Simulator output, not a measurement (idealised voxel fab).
process module | voxel self aligned contacts
cross-section cut | 225 nm wide | cells 5 nm
A cross-section is a grid of square cells, given in bands from the top down. A band is one or more rows of cells.
Each band's line starts with the height of the band's top and of its bottom, in nm. Then come its materials from left to right, each with its width in nm. One material with "throughout" fills the band from edge to edge. "air" is empty space.
Height 0 is the level under which the wafer as received is all one material. The lowest band goes on downwards, as in "0 down".
A width such as "30 to 40" changes by the same amount from each row of cells to the next, from the band's top row to its bottom row.
"no change" after a step means that no cell of the cross-section changed.
closed voids: empty space of 8 cells or more with no open way to the top, each as width x height at its distance from the left edge, in nm
after a step's settings: what the simulator itself notes on the step
overlay nm, on a step with a mask: how far to the right of its planned place the mask lay; to the left if negative
plan
1 op RECEIVE | material Si
2 op OXIDIZE | depth nm 5
3 op DIRECTIONAL_DEP | material polySi | thk nm 25
4 op DIRECTIONAL_DEP | material SiN | thk nm 25
5 op DIRECTIONAL_DEP | material aC | thk nm 10
6 op PATTERN | tone cover | mask id GATE | material resist | width nm 35 | pitch nm 80 | thk nm 25 | overlay nm 0
7 op DIRECTIONAL_ETCH | etch materials aC | depth nm 10
8 op STRIP | etch materials resist
9 op DIRECTIONAL_ETCH | etch materials SiN | depth nm 25
10 op DIRECTIONAL_ETCH | etch materials polySi | depth nm 25
11 op STRIP | etch materials aC
12 op CONFORMAL_DEP | material SiN | thk nm 10
13 op DIRECTIONAL_ETCH | etch materials SiN | depth nm 10
14 op FILL_DEP | material SiO2 | thk nm 15
15 op CMP | height nm 60
16 op MASKED_ETCH | tone open | mask id CONTACT | width nm 65 | pitch nm 80 | etch materials SiO2 | depth nm 65 | overlay nm 0
17 op CONFORMAL_DEP | material TiN | thk nm 5
18 op FILL_DEP | material W | thk nm 10
19 op CMP | height nm 60
20 op CONFORMAL_DEP | material SiCN | thk nm 5
first wafer, as planned
as received, after step 1
  0 down: Si throughout
  closed voids: none
after step 2
  0 to -5: SiO2 throughout
  below -5: unchanged
after step 3
  25 to 0: polySi throughout
  below 0: unchanged
after step 4
  50 to 25: SiN throughout
  below 25: unchanged
after step 5
  60 to 50: aC throughout
  below 50: unchanged
after step 6
  85 to 60: air 15 | resist 35 | air 45 | resist 35 | air 45 | resist 35 | air 15
  below 60: unchanged
after step 7
  75 to 60: air 15 | resist 35 | air 45 | resist 35 | air 45 | resist 35 | air 15
  60 to 50: air 15 | aC 35 | air 45 | aC 35 | air 45 | aC 35 | air 15
  below 50: unchanged
after step 8
  60 to 50: air 15 | aC 35 | air 45 | aC 35 | air 45 | aC 35 | air 15
  below 50: unchanged
after step 9
  60 to 50: air 15 | aC 35 | air 45 | aC 35 | air 45 | aC 35 | air 15
  50 to 25: air 15 | SiN 35 | air 45 | SiN 35 | air 45 | SiN 35 | air 15
  below 25: unchanged
after step 10
  60 to 50: air 15 | aC 35 | air 45 | aC 35 | air 45 | aC 35 | air 15
  50 to 25: air 15 | SiN 35 | air 45 | SiN 35 | air 45 | SiN 35 | air 15
  25 to 0: air 15 | polySi 35 | air 45 | polySi 35 | air 45 | polySi 35 | air 15
  below 0: unchanged
after step 11
  50 to 25: air 15 | SiN 35 | air 45 | SiN 35 | air 45 | SiN 35 | air 15
  below 25: unchanged
after step 12
  60 to 25: air 5 | SiN 55 | air 25 | SiN 55 | air 25 | SiN 55 | air 5
  25 to 10: air 5 | SiN 10 | polySi 35 | SiN 10 | air 25 | SiN 10 | polySi 35 | SiN 10 | air 25 | SiN 10 | polySi 35 | SiN 10 | air 5
  10 to 0: SiN 15 | polySi 35 | SiN 45 | polySi 35 | SiN 45 | polySi 35 | SiN 15
  below 0: unchanged
after step 13
  50 to 25: air 5 | SiN 55 | air 25 | SiN 55 | air 25 | SiN 55 | air 5
  25 to 0: air 5 | SiN 10 | polySi 35 | SiN 10 | air 25 | SiN 10 | polySi 35 | SiN 10 | air 25 | SiN 10 | polySi 35 | SiN 10 | air 5
  below 0: unchanged
after step 14
  65 to 50: SiO2 throughout
  50 to 25: SiO2 5 | SiN 55 | SiO2 25 | SiN 55 | SiO2 25 | SiN 55 | SiO2 5
  25 to 0: SiO2 5 | SiN 10 | polySi 35 | SiN 10 | SiO2 25 | SiN 10 | polySi 35 | SiN 10 | SiO2 25 | SiN 10 | polySi 35 | SiN 10 | SiO2 5
  below 0: unchanged
after step 15
  60 to 50: SiO2 throughout
  below 50: unchanged
after step 16
  60 to 50: SiO2 40 | air 65 | SiO2 15 | air 65 | SiO2 40
  50 to 25: SiO2 5 | SiN 55 | air 25 | SiN 55 | air 25 | SiN 55 | SiO2 5
  25 to 0: SiO2 5 | SiN 10 | polySi 35 | SiN 10 | air 25 | SiN 10 | polySi 35 | SiN 10 | air 25 | SiN 10 | polySi 35 | SiN 10 | SiO2 5
  0 to -5: SiO2 60 | air 25 | SiO2 55 | air 25 | SiO2 60
  below -5: unchanged
after step 17
  65 to 60: TiN 45 | air 55 | TiN 25 | air 55 | TiN 45
  60 to 50: SiO2 40 | TiN 5 to 25 | air 55 to 15 | TiN 5 to 25 | SiO2 15 | TiN 5 to 25 | air 55 to 15 | TiN 5 to 25 | SiO2 40
  50 to 25: SiO2 5 | SiN 55 | TiN 5 | air 15 | TiN 5 | SiN 55 | TiN 5 | air 15 | TiN 5 | SiN 55 | SiO2 5
  25 to 0: SiO2 5 | SiN 10 | polySi 35 | SiN 10 | TiN 5 | air 15 | TiN 5 | SiN 10 | polySi 35 | SiN 10 | TiN 5 | air 15 | TiN 5 | SiN 10 | polySi 35 | SiN 10 | SiO2 5
  0 to -5: SiO2 60 | TiN 25 | SiO2 55 | TiN 25 | SiO2 60
  below -5: unchanged
after step 18
  75 to 65: W throughout
  65 to 60: TiN 45 | W 55 | TiN 25 | W 55 | TiN 45
  60 to 50: SiO2 40 | TiN 5 to 25 | W 55 to 15 | TiN 5 to 25 | SiO2 15 | TiN 5 to 25 | W 55 to 15 | TiN 5 to 25 | SiO2 40
  50 to 25: SiO2 5 | SiN 55 | TiN 5 | W 15 | TiN 5 | SiN 55 | TiN 5 | W 15 | TiN 5 | SiN 55 | SiO2 5
  25 to 0: SiO2 5 | SiN 10 | polySi 35 | SiN 10 | TiN 5 | W 15 | TiN 5 | SiN 10 | polySi 35 | SiN 10 | TiN 5 | W 15 | TiN 5 | SiN 10 | polySi 35 | SiN 10 | SiO2 5
  below 0: unchanged
after step 19
  60 to 50: SiO2 40 | TiN 5 to 25 | W 55 to 15 | TiN 5 to 25 | SiO2 15 | TiN 5 to 25 | W 55 to 15 | TiN 5 to 25 | SiO2 40
  below 50: unchanged
after step 20
  65 to 60: SiCN throughout
  below 60: unchanged
second wafer: like start, like plan, one mistake. Through step 18 it matches the first wafer
when step 19 should have ended: no change
when step 20 should have ended
  80 to 75: SiCN throughout
  below 75: unchanged
what went wrong: step 19 was left out
at the end the second wafer has, in cells: 23 more of TiN | 112 more of W
